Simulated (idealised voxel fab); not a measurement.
process module | voxel released beams
cross-section cut | 175 nm wide | cells 5 nm
A cross-section is a grid of square cells, given in bands from the top down. A band is one or more rows of cells.
Each band's line starts with the height of the band's top and of its bottom, in nm. Then come its materials from left to right, each with its width in nm. One material with "throughout" fills the band from edge to edge. "air" is empty space.
Height 0 is the level under which the wafer as received is all one material. The lowest band goes on downwards, as in "0 down".
A width such as "30 to 40" changes by the same amount from each row of cells to the next, from the band's top row to its bottom row.
"no change" after a step means that no cell of the cross-section changed.
closed voids: empty space of 8 cells or more with no open way to the top, each as width x height at its distance from the left edge, in nm
after a step's settings: what the simulator itself notes on the step
overlay nm, on a step with a mask: how far to the right of its planned place the mask lay; to the left if negative
plan
1 op RECEIVE | material Si
2 op CONFORMAL_DEP | material SiN | thk nm 5
3 op DIRECTIONAL_DEP | material SiO2 | thk nm 15
4 op PATTERN | tone open | mask id ANCHOR | material resist | width nm 35 | thk nm 15 | overlay nm 0
5 op DIRECTIONAL_ETCH | etch materials SiO2 | depth nm 15
6 op STRIP | etch materials resist
7 op CONFORMAL_DEP | material W | thk nm 15
8 op DIRECTIONAL_DEP | material aC | thk nm 10
9 op PATTERN | tone cover | mask id BEAM | material resist | width nm 120 | thk nm 25 | overlay nm 0
10 op DIRECTIONAL_ETCH | etch materials aC | depth nm 10
11 op STRIP | etch materials resist
12 op DIRECTIONAL_ETCH | etch materials W | depth nm 15
13 op STRIP | etch materials aC
14 op STRIP | etch materials SiO2
as received, after step 1
  0 down: Si throughout
  closed voids: none
a wafer at the end: this start, this plan, one mistake
  35 to 20: air 25 | W 120 | air 30
  20 to 5: W throughout
  5 to 0: SiN throughout
  0 down: Si throughout
  closed voids: none
what went wrong: step 3 ran as: op DIRECTIONAL_DEP | material W | thk nm 15
